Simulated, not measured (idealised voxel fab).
Process module, titled voxel transistor to metal
We display cut, a cross-section 140 nm in width whose square cells are each 5 nm.
How to read a cross-section here: the picture is a grid of square cells, written as bands going from the top down, and any band can span one or more rows of cells. It is stipulated that each band's entry specify, in nanometres, the height of the top of the band and then that of its bottom, followed by the materials of the band in left-to-right sequence, each together with its width in nanometres. A single material marked by the word "throughout" is understood to fill the band from edge to edge; the word "air" is understood to denote empty space. Convention: height 0 is the level below which the wafer, as received, is all one material. The lowest band does not terminate at the bottom but continues downward, represented as "0..down". A two-number width, for instance "30->40", indicates that the width is equal to the first number in the top row of the band and to the second number in the bottom row, and that it changes by a constant amount per row of cells. Take "nothing different" at face value: in the step it is given for, the cross-section changed in none of its cells. Listed in "Trapped void list": every empty space of 8 or more cells without an open way to the top. Form: width x height at distance, the distance being from the left edge, all in nm. On a step's line, text after the settings is the simulator commenting on that step. When a step includes a mask, the "overlay nm" setting on its line states how far to the right of its planned place that mask lay, and negative values state how far to the left.

# Process steps (planned)
| 1 | RECEIVE, material Si |
| 2 | OXIDIZE, depth nm 5 |
| 3 | CONFORMAL_DEP, material SiN, thk nm 15 |
| 4 | DIRECTIONAL_DEP, material aC, thk nm 15 |
| 5 | PATTERN, tone cover, mask id ACTIVE, material resist, width nm 105, thk nm 30, overlay nm 0 |
| 6 | DIRECTIONAL_ETCH, etch materials aC, depth nm 15 |
| 7 | STRIP, etch materials resist |
| 8 | DIRECTIONAL_ETCH, etch materials SiN, depth nm 15 |
| 9 | DIRECTIONAL_ETCH, etch materials SiO2, depth nm 5 |
| 10 | DIRECTIONAL_ETCH, etch materials Si, depth nm 20 |
| 11 | STRIP, etch materials aC |
| 12 | OXIDIZE, depth nm 5 |
| 13 | FILL_DEP, material SiO2, thk nm 5 |
| 14 | CMP, height nm 15 |
| 15 | SELECTIVE_ETCH, etch materials SiO2, depth nm 10 |
| 16 | STRIP, etch materials SiN |
| 17 | SELECTIVE_ETCH, etch materials SiO2, depth nm 5 |
| 18 | OXIDIZE, depth nm 5 |
| 19 | DIRECTIONAL_DEP, material polySi, thk nm 30 |
| 20 | DIRECTIONAL_DEP, material SiCN, thk nm 15 |
| 21 | PATTERN, tone cover, mask id GATE, material resist, width nm 25, thk nm 20, overlay nm 0 |
| 22 | DIRECTIONAL_ETCH, etch materials SiCN, depth nm 25 |
| 23 | DIRECTIONAL_ETCH, etch materials polySi, depth nm 40 |
| 24 | STRIP, etch materials resist |
| 25 | CONFORMAL_DEP, material SiN, thk nm 5 |
| 26 | DIRECTIONAL_ETCH, etch materials SiN, depth nm 5 |
| 27 | DIRECTIONAL_ETCH, etch materials SiO2, depth nm 5 |
| 28 | DIRECTIONAL_ETCH, etch materials Si, depth nm 15 |
| 29 | EPI, material nSi, thk nm 15 |
| 30 | FILL_DEP, material SiO2, thk nm 5 |
| 31 | CMP, height nm 40 |
| 32 | DIRECTIONAL_DEP, material SiO2, thk nm 10 |
| 33 | MASKED_ETCH, tone open, mask id CONTACT, width nm 20, pitch nm 75, etch materials SiO2, depth nm 60, overlay nm 0 |
| 34 | CONFORMAL_DEP, material TiN, thk nm 5 |
| 35 | FILL_DEP, material Ru, thk nm 5 |
| 36 | CMP, height nm 50 |
| 37 | DIRECTIONAL_DEP, material TiN, thk nm 5 |
| 38 | DIRECTIONAL_DEP, material Ru, thk nm 20 |
| 39 | DIRECTIONAL_DEP, material aC, thk nm 15 |
| 40 | PATTERN, tone cover, mask id METAL_1, material resist, width nm 20, pitch nm 75, thk nm 35, overlay nm 0 |
| 41 | DIRECTIONAL_ETCH, etch materials aC, depth nm 15 |
| 42 | STRIP, etch materials resist |
| 43 | DIRECTIONAL_ETCH, etch materials Ru, depth nm 20 |
| 44 | DIRECTIONAL_ETCH, etch materials TiN, depth nm 5 |
| 45 | STRIP, etch materials aC |
| 46 | CONFORMAL_DEP, material SiCN, thk nm 5 |
| 47 | FILL_DEP, material lowk, thk nm 10 |
| 48 | CMP, height nm 75 |
| 49 | CONFORMAL_DEP, material SiN, thk nm 5 |

# This is the cross-section of the wafer as we received it, i.e. after step 1
> 0..down | Si throughout
> Trapped void list: none

# Starting structure and process plan are as shown above, but one mistake was made in running the module; the wafer cross-section at the end of the module follows
> 80..75 | SiN throughout
> 75..55 | lowk=15, then SiCN=5, then Ru=20, then SiCN=5, then lowk=45, then SiCN=5, then Ru=20, then SiCN=5, then lowk=20
> 55..50 | SiCN=20, then TiN=20, then SiCN=55, then TiN=20, then SiCN=25
> 50..40 | SiO2=20, then TiN=5, then Ru=10, then TiN=5, then SiO2=55, then TiN=5, then Ru=10, then TiN=5, then SiO2=25
> 40..35 | SiO2=20, then TiN=5, then Ru=10, then TiN=5, then SiO2=10, then SiN=5, then SiCN=25, then SiN=5, then SiO2=10, then TiN=5, then Ru=10, then TiN=5, then SiO2=25
> 35..30 | SiCN=10, then SiN=5, then SiO2=5, then TiN=20, then SiO2=10, then SiN=5, then SiCN=25, then SiN=5, then SiO2=10, then TiN=20, then SiO2=5, then SiN=5, then SiCN=15
> 30..25 | polySi=10, then SiCN=115, then polySi=15
> 25..0 | polySi throughout
> 0..-5 | SiO2=10, then polySi=115, then SiO2=15
> -5..-10 | SiO2 throughout
> -10..-30 | SiO2=20, then Si=95, then SiO2=25
> -30..down | Si throughout
> Trapped void list: none
Against the plan, the run slipped here: step 20 from the plan got run twice
